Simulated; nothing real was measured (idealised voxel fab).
process module | voxel self aligned contacts
cross-section cut | 190 nm wide | cells 5 nm
A cross-section is a grid of square cells, given in bands from the top down. A band is one or more rows of cells.
Each band's line starts with the height of the band's top and of its bottom, in nm. Then come its materials from left to right, each with its width in nm. One material with "throughout" fills the band from edge to edge. "air" is empty space.
Height 0 is the level under which the wafer as received is all one material. The lowest band goes on downwards, as in "0 down".
A width such as "30 to 40" changes by the same amount from each row of cells to the next, from the band's top row to its bottom row.
"no change" after a step means that no cell of the cross-section changed.
closed voids: empty space of 8 cells or more with no open way to the top, each as width x height at its distance from the left edge, in nm
after a step's settings: what the simulator itself notes on the step
overlay nm, on a step with a mask: how far to the right of its planned place the mask lay; to the left if negative
Each pair below shows a cross-section before one step and the cross-section after it, down to the lowest band that changed. The line under each pair gives the step between them, with its settings. The pairs can come from different runs of this module on the same starting wafer, so a pair continues from the pair above only where its "before" says so.
before
  55 to 45: SiO2 throughout
  45 to 25: SiO2 10 | SiN 35 | SiO2 30 | SiN 35 | SiO2 30 | SiN 35 | SiO2 15
  25 to 5: SiO2 10 | SiN 10 | polySi 15 | SiN 10 | SiO2 30 | SiN 10 | polySi 15 | SiN 10 | SiO2 30 | SiN 10 | polySi 15 | SiN 10 | SiO2 15
  5 to 0: SiO2 throughout
  0 down: Si throughout
  closed voids: none
after
  75 to 55: resist 35 | air 50 | resist 15 | air 50 | resist 40
  below 55: unchanged
  closed voids: none
the step between: op PATTERN | tone open | mask id CONTACT | material resist | width nm 50 | pitch nm 65 | thk nm 20 | overlay nm 0
before: the cross-section after the pair above
after
  75 to 55: resist 35 | air 50 | resist 15 | air 50 | resist 40
  55 to 45: SiO2 35 | air 50 | SiO2 15 | air 50 | SiO2 40
  45 to 25: SiO2 10 | SiN 35 | air 30 | SiN 35 | air 30 | SiN 35 | SiO2 15
  25 to 5: SiO2 10 | SiN 10 | polySi 15 | SiN 10 | air 30 | SiN 10 | polySi 15 | SiN 10 | air 30 | SiN 10 | polySi 15 | SiN 10 | SiO2 15
  5 to 0: SiO2 45 | air 30 | SiO2 35 | air 30 | SiO2 50
  below 0: unchanged
  closed voids: none
the step between: op DIRECTIONAL_ETCH | etch materials SiO2 | depth nm 55
before: the cross-section after the pair above
after
  55 to 45: SiO2 35 | air 50 | SiO2 15 | air 50 | SiO2 40
  below 45: unchanged
  closed voids: none
the step between: op STRIP | etch materials resist
before: the cross-section after the pair above
after
  60 to 55: TiN 40 | air 40 | TiN 25 | air 40 | TiN 45
  55 to 45: SiO2 35 | TiN 5 to 15 | air 40 to 20 | TiN 5 to 15 | SiO2 15 | TiN 5 to 15 | air 40 to 20 | TiN 5 to 15 | SiO2 40
  45 to 25: SiO2 10 | SiN 35 | TiN 5 | air 20 | TiN 5 | SiN 35 | TiN 5 | air 20 | TiN 5 | SiN 35 | SiO2 15
  25 to 5: SiO2 10 | SiN 10 | polySi 15 | SiN 10 | TiN 5 | air 20 | TiN 5 | SiN 10 | polySi 15 | SiN 10 | TiN 5 | air 20 | TiN 5 | SiN 10 | polySi 15 | SiN 10 | SiO2 15
  5 to 0: SiO2 45 | TiN 30 | SiO2 35 | TiN 30 | SiO2 50
  below 0: unchanged
  closed voids: none
the step between: op CONFORMAL_DEP | material TiN | thk nm 5
before: the cross-section after the pair above
after
  65 to 60: Ru throughout
  60 to 55: TiN 40 | Ru 40 | TiN 25 | Ru 40 | TiN 45
  55 to 45: SiO2 35 | TiN 5 to 15 | Ru 40 to 20 | TiN 5 to 15 | SiO2 15 | TiN 5 to 15 | Ru 40 to 20 | TiN 5 to 15 | SiO2 40
  45 to 25: SiO2 10 | SiN 35 | TiN 5 | Ru 20 | TiN 5 | SiN 35 | TiN 5 | Ru 20 | TiN 5 | SiN 35 | SiO2 15
  25 to 5: SiO2 10 | SiN 10 | polySi 15 | SiN 10 | TiN 5 | Ru 20 | TiN 5 | SiN 10 | polySi 15 | SiN 10 | TiN 5 | Ru 20 | TiN 5 | SiN 10 | polySi 15 | SiN 10 | SiO2 15
  below 5: unchanged
  closed voids: none
the step between: op FILL_DEP | material Ru | thk nm 5
before: the cross-section after the pair above
after
  55 to 45: SiO2 35 | TiN 5 to 15 | Ru 40 to 20 | TiN 5 to 15 | SiO2 15 | TiN 5 to 15 | Ru 40 to 20 | TiN 5 to 15 | SiO2 40
  below 45: unchanged
  closed voids: none
the step between: op CMP | height nm 55
before: the cross-section after the pair above
after
  60 to 55: SiCN throughout
  below 55: unchanged
  closed voids: none
the step between: op CONFORMAL_DEP | material SiCN | thk nm 5
before
  60 to 45: aC throughout
  45 to 25: SiN throughout
  25 to 5: polySi throughout
  5 to 0: SiO2 throughout
  0 down: Si throughout
  closed voids: none
after
  95 to 60: air 20 | resist 25 | air 40 | resist 25 | air 40 | resist 25 | air 15
  below 60: unchanged
  closed voids: none
the step between: op PATTERN | tone cover | mask id GATE | material resist | width nm 25 | pitch nm 65 | thk nm 35 | overlay nm 5
before: the cross-section after the pair above
after
  80 to 60: air 20 | resist 25 | air 40 | resist 25 | air 40 | resist 25 | air 15
  60 to 45: air 20 | aC 25 | air 40 | aC 25 | air 40 | aC 25 | air 15
  below 45: unchanged
  closed voids: none
the step between: op DIRECTIONAL_ETCH | etch materials aC | depth nm 15
before: the cross-section after the pair above
after
  60 to 45: air 20 | aC 25 | air 40 | aC 25 | air 40 | aC 25 | air 15
  below 45: unchanged
  closed voids: none
the step between: op STRIP | etch materials resist
before: the cross-section after the pair above
after
  60 to 45: air 20 | aC 25 | air 40 | aC 25 | air 40 | aC 25 | air 15
  45 to 25: air 20 | SiN 25 | air 40 | SiN 25 | air 40 | SiN 25 | air 15
  below 25: unchanged
  closed voids: none
the step between: op DIRECTIONAL_ETCH | etch materials SiN | depth nm 20
before: the cross-section after the pair above
after
  60 to 45: air 20 | aC 25 | air 40 | aC 25 | air 40 | aC 25 | air 15
  45 to 25: air 20 | SiN 25 | air 40 | SiN 25 | air 40 | SiN 25 | air 15
  25 to 5: air 20 | polySi 25 | air 40 | polySi 25 | air 40 | polySi 25 | air 15
  below 5: unchanged
  closed voids: none
the step between: op DIRECTIONAL_ETCH | etch materials polySi | depth nm 20
before: the cross-section after the pair above
after
  45 to 25: air 20 | SiN 25 | air 40 | SiN 25 | air 40 | SiN 25 | air 15
  below 25: unchanged
  closed voids: none
the step between: op STRIP | etch materials aC
before: the cross-section after the pair above
after
  55 to 25: air 10 | SiN 45 | air 20 | SiN 45 | air 20 | SiN 45 | air 5
  25 to 15: air 10 | SiN 10 | polySi 25 | SiN 10 | air 20 | SiN 10 | polySi 25 | SiN 10 | air 20 | SiN 10 | polySi 25 | SiN 10 | air 5
  15 to 5: SiN 20 | polySi 25 | SiN 40 | polySi 25 | SiN 40 | polySi 25 | SiN 15
  below 5: unchanged
  closed voids: none
the step between: op CONFORMAL_DEP | material SiN | thk nm 10
before: the cross-section after the pair above
after
  45 to 25: air 10 | SiN 45 | air 20 | SiN 45 | air 20 | SiN 45 | air 5
  25 to 5: air 10 | SiN 10 | polySi 25 | SiN 10 | air 20 | SiN 10 | polySi 25 | SiN 10 | air 20 | SiN 10 | polySi 25 | SiN 10 | air 5
  below 5: unchanged
  closed voids: none
the step between: op DIRECTIONAL_ETCH | etch materials SiN | depth nm 10
before: the cross-section after the pair above
after
  65 to 45: SiO2 throughout
  45 to 25: SiO2 10 | SiN 45 | SiO2 20 | SiN 45 | SiO2 20 | SiN 45 | SiO2 5
  25 to 5: SiO2 10 | SiN 10 | polySi 25 | SiN 10 | SiO2 20 | SiN 10 | polySi 25 | SiN 10 | SiO2 20 | SiN 10 | polySi 25 | SiN 10 | SiO2 5
  below 5: unchanged
  closed voids: none
the step between: op FILL_DEP | material SiO2 | thk nm 20
before: the cross-section after the pair above
after
  55 to 45: SiO2 throughout
  below 45: unchanged
  closed voids: none
the step between: op CMP | height nm 55
before: the cross-section after the pair above
after
  75 to 55: resist 35 | air 50 | resist 15 | air 50 | resist 40
  below 55: unchanged
  closed voids: none
the step between: op PATTERN | tone open | mask id CONTACT | material resist | width nm 50 | pitch nm 65 | thk nm 20 | overlay nm 0
before: the cross-section after the pair above
after
  75 to 55: resist 35 | air 50 | resist 15 | air 50 | resist 40
  55 to 45: SiO2 35 | air 50 | SiO2 15 | air 50 | SiO2 40
  45 to 25: SiO2 10 | SiN 45 | air 20 | SiN 45 | air 20 | SiN 45 | SiO2 5
  25 to 5: SiO2 10 | SiN 10 | polySi 25 | SiN 10 | air 20 | SiN 10 | polySi 25 | SiN 10 | air 20 | SiN 10 | polySi 25 | SiN 10 | SiO2 5
  5 to 0: SiO2 55 | air 20 | SiO2 45 | air 20 | SiO2 50
  below 0: unchanged
  closed voids: none
the step between: op DIRECTIONAL_ETCH | etch materials SiO2 | depth nm 55
before: the cross-section after the pair above
after
  55 to 45: SiO2 35 | air 50 | SiO2 15 | air 50 | SiO2 40
  below 45: unchanged
  closed voids: none
the step between: op STRIP | etch materials resist
before: the cross-section after the pair above
after
  60 to 55: TiN 40 | air 40 | TiN 25 | air 40 | TiN 45
  55 to 45: SiO2 35 | TiN 5 to 25 | air 40 to 10 | TiN 5 to 15 | SiO2 15 | TiN 5 to 25 | air 40 to 10 | TiN 5 to 15 | SiO2 40
  45 to 25: SiO2 10 | SiN 45 | TiN 5 | air 10 | TiN 5 | SiN 45 | TiN 5 | air 10 | TiN 5 | SiN 45 | SiO2 5
  25 to 5: SiO2 10 | SiN 10 | polySi 25 | SiN 10 | TiN 5 | air 10 | TiN 5 | SiN 10 | polySi 25 | SiN 10 | TiN 5 | air 10 | TiN 5 | SiN 10 | polySi 25 | SiN 10 | SiO2 5
  5 to 0: SiO2 55 | TiN 20 | SiO2 45 | TiN 20 | SiO2 50
  below 0: unchanged
  closed voids: none
the step between: op CONFORMAL_DEP | material TiN | thk nm 5
before: the cross-section after the pair above
after
  65 to 60: Ru throughout
  60 to 55: TiN 40 | Ru 40 | TiN 25 | Ru 40 | TiN 45
  55 to 45: SiO2 35 | TiN 5 to 25 | Ru 40 to 10 | TiN 5 to 15 | SiO2 15 | TiN 5 to 25 | Ru 40 to 10 | TiN 5 to 15 | SiO2 40
  45 to 25: SiO2 10 | SiN 45 | TiN 5 | Ru 10 | TiN 5 | SiN 45 | TiN 5 | Ru 10 | TiN 5 | SiN 45 | SiO2 5
  25 to 5: SiO2 10 | SiN 10 | polySi 25 | SiN 10 | TiN 5 | Ru 10 | TiN 5 | SiN 10 | polySi 25 | SiN 10 | TiN 5 | Ru 10 | TiN 5 | SiN 10 | polySi 25 | SiN 10 | SiO2 5
  below 5: unchanged
  closed voids: none
the step between: op FILL_DEP | material Ru | thk nm 5
before: the cross-section after the pair above
after
  55 to 45: SiO2 35 | TiN 5 to 25 | Ru 40 to 10 | TiN 5 to 15 | SiO2 15 | TiN 5 to 25 | Ru 40 to 10 | TiN 5 to 15 | SiO2 40
  below 45: unchanged
  closed voids: none
the step between: op CMP | height nm 55
before: the cross-section after the pair above
after
  60 to 55: SiCN throughout
  below 55: unchanged
  closed voids: none
the step between: op CONFORMAL_DEP | material SiCN | thk nm 5
before
  25 to 5: polySi throughout
  5 to 0: SiO2 throughout
  0 down: Si throughout
  closed voids: none
after
  45 to 25: SiCN throughout
  below 25: unchanged
  closed voids: none
the step between: op DIRECTIONAL_DEP | material SiCN | thk nm 20
before: the cross-section after the pair above
after
  60 to 45: aC throughout
  below 45: unchanged
  closed voids: none
the step between: op DIRECTIONAL_DEP | material aC | thk nm 15
before: the cross-section after the pair above
after
  95 to 60: air 15 | resist 25 | air 40 | resist 25 | air 40 | resist 25 | air 20
  below 60: unchanged
  closed voids: none
the step between: op PATTERN | tone cover | mask id GATE | material resist | width nm 25 | pitch nm 65 | thk nm 35 | overlay nm 0
before: the cross-section after the pair above
after
  80 to 60: air 15 | resist 25 | air 40 | resist 25 | air 40 | resist 25 | air 20
  60 to 45: air 15 | aC 25 | air 40 | aC 25 | air 40 | aC 25 | air 20
  below 45: unchanged
  closed voids: none
the step between: op DIRECTIONAL_ETCH | etch materials aC | depth nm 15
before: the cross-section after the pair above
after
  60 to 45: air 15 | aC 25 | air 40 | aC 25 | air 40 | aC 25 | air 20
  below 45: unchanged
  closed voids: none
the step between: op STRIP | etch materials resist
before: the cross-section after the pair above
after
  45 to 25: SiCN throughout
  below 25: unchanged
  closed voids: none
the step between: op STRIP | etch materials aC
before: the cross-section after the pair above
after
  55 to 45: SiN throughout
  below 45: unchanged
  closed voids: none
the step between: op CONFORMAL_DEP | material SiN | thk nm 10
before: the cross-section after the pair above
after
  45 to 25: SiCN throughout
  below 25: unchanged
  closed voids: none
the step between: op DIRECTIONAL_ETCH | etch materials SiN | depth nm 10
before: the cross-section after the pair above
after
  65 to 45: SiO2 throughout
  below 45: unchanged
  closed voids: none
the step between: op FILL_DEP | material SiO2 | thk nm 20
before: the cross-section after the pair above
after
  55 to 45: SiO2 throughout
  below 45: unchanged
  closed voids: none
the step between: op CMP | height nm 55
before: the cross-section after the pair above
after
  75 to 55: resist 35 | air 50 | resist 15 | air 50 | resist 40
  below 55: unchanged
  closed voids: none
the step between: op PATTERN | tone open | mask id CONTACT | material resist | width nm 50 | pitch nm 65 | thk nm 20 | overlay nm 0
before: the cross-section after the pair above
after
  75 to 55: resist 35 | air 50 | resist 15 | air 50 | resist 40
  55 to 45: SiO2 35 | air 50 | SiO2 15 | air 50 | SiO2 40
  below 45: unchanged
  closed voids: none
the step between: op DIRECTIONAL_ETCH | etch materials SiO2 | depth nm 55
before: the cross-section after the pair above
after
  55 to 45: SiO2 35 | air 50 | SiO2 15 | air 50 | SiO2 40
  below 45: unchanged
  closed voids: none
the step between: op STRIP | etch materials resist
before: the cross-section after the pair above
after
  60 to 55: TiN 40 | air 40 | TiN 25 | air 40 | TiN 45
  55 to 50: SiO2 35 | TiN 5 | air 40 | TiN 5 | SiO2 15 | TiN 5 | air 40 | TiN 5 | SiO2 40
  50 to 45: SiO2 35 | TiN 50 | SiO2 15 | TiN 50 | SiO2 40
  below 45: unchanged
  closed voids: none
the step between: op CONFORMAL_DEP | material TiN | thk nm 5
before: the cross-section after the pair above
after
  65 to 60: Ru throughout
  60 to 55: TiN 40 | Ru 40 | TiN 25 | Ru 40 | TiN 45
  55 to 50: SiO2 35 | TiN 5 | Ru 40 | TiN 5 | SiO2 15 | TiN 5 | Ru 40 | TiN 5 | SiO2 40
  below 50: unchanged
  closed voids: none
the step between: op FILL_DEP | material Ru | thk nm 5
before: the cross-section after the pair above
after
  55 to 50: SiO2 35 | TiN 5 | Ru 40 | TiN 5 | SiO2 15 | TiN 5 | Ru 40 | TiN 5 | SiO2 40
  below 50: unchanged
  closed voids: none
the step between: op CMP | height nm 55
before: the cross-section after the pair above
after
  60 to 55: SiCN throughout
  below 55: unchanged
  closed voids: none
the step between: op CONFORMAL_DEP | material SiCN | thk nm 5
before
  55 to 45: SiO2 throughout
  45 to 25: SiO2 5 | SiN 45 | SiO2 20 | SiN 45 | SiO2 20 | SiN 45 | SiO2 10
  25 to 5: SiO2 5 | SiN 10 | polySi 25 | SiN 10 | SiO2 20 | SiN 10 | polySi 25 | SiN 10 | SiO2 20 | SiN 10 | polySi 25 | SiN 10 | SiO2 10
  5 to 0: SiO2 throughout
  0 down: Si throughout
  closed voids: none
after
  75 to 55: air 35 | resist 50 | air 15 | resist 50 | air 40
  below 55: unchanged
  closed voids: none
the step between: op PATTERN | tone cover | mask id CONTACT | material resist | width nm 50 | pitch nm 65 | thk nm 20 | overlay nm 0
before: the cross-section after the pair above
after
  75 to 55: air 35 | resist 50 | air 15 | resist 50 | air 40
  55 to 45: air 35 | SiO2 50 | air 15 | SiO2 50 | air 40
  45 to 25: air 5 | SiN 45 | SiO2 20 | SiN 45 | SiO2 20 | SiN 45 | air 10
  25 to 5: air 5 | SiN 10 | polySi 25 | SiN 10 | SiO2 20 | SiN 10 | polySi 25 | SiN 10 | SiO2 20 | SiN 10 | polySi 25 | SiN 10 | air 10
  5 to 0: air 5 | SiO2 175 | air 10
  below 0: unchanged
  closed voids: none
the step between: op DIRECTIONAL_ETCH | etch materials SiO2 | depth nm 55
before: the cross-section after the pair above
after
  55 to 45: air 35 | SiO2 50 | air 15 | SiO2 50 | air 40
  below 45: unchanged
  closed voids: none
the step between: op STRIP | etch materials resist
before: the cross-section after the pair above
after
  60 to 55: air 30 | TiN 60 | air 5 | TiN 60 | air 35
  55 to 50: air 30 | TiN 5 | SiO2 50 | TiN 5 | air 5 | TiN 5 | SiO2 50 | TiN 5 | air 35
  50 to 45: TiN 35 | SiO2 50 | TiN 15 | SiO2 50 | TiN 35 | air 5
  45 to 25: TiN 5 | SiN 45 | SiO2 20 | SiN 45 | SiO2 20 | SiN 45 | TiN 5 | air 5
  25 to 5: TiN 5 | SiN 10 | polySi 25 | SiN 10 | SiO2 20 | SiN 10 | polySi 25 | SiN 10 | SiO2 20 | SiN 10 | polySi 25 | SiN 10 | TiN 5 | air 5
  5 to 0: TiN 5 | SiO2 175 | TiN 10
  below 0: unchanged
  closed voids: none
the step between: op CONFORMAL_DEP | material TiN | thk nm 5
before: the cross-section after the pair above
after
  65 to 60: Ru throughout
  60 to 55: Ru 30 | TiN 60 | Ru 5 | TiN 60 | Ru 35
  55 to 50: Ru 30 | TiN 5 | SiO2 50 | TiN 5 | Ru 5 | TiN 5 | SiO2 50 | TiN 5 | Ru 35
  50 to 45: TiN 35 | SiO2 50 | TiN 15 | SiO2 50 | TiN 35 | Ru 5
  45 to 25: TiN 5 | SiN 45 | SiO2 20 | SiN 45 | SiO2 20 | SiN 45 | TiN 5 | Ru 5
  25 to 5: TiN 5 | SiN 10 | polySi 25 | SiN 10 | SiO2 20 | SiN 10 | polySi 25 | SiN 10 | SiO2 20 | SiN 10 | polySi 25 | SiN 10 | TiN 5 | Ru 5
  below 5: unchanged
  closed voids: none
the step between: op FILL_DEP | material Ru | thk nm 5
before: the cross-section after the pair above
after
  55 to 50: Ru 30 | TiN 5 | SiO2 50 | TiN 5 | Ru 5 | TiN 5 | SiO2 50 | TiN 5 | Ru 35
  below 50: unchanged
  closed voids: none
the step between: op CMP | height nm 55
before: the cross-section after the pair above
after
  60 to 55: SiCN throughout
  below 55: unchanged
  closed voids: none
the step between: op CONFORMAL_DEP | material SiCN | thk nm 5
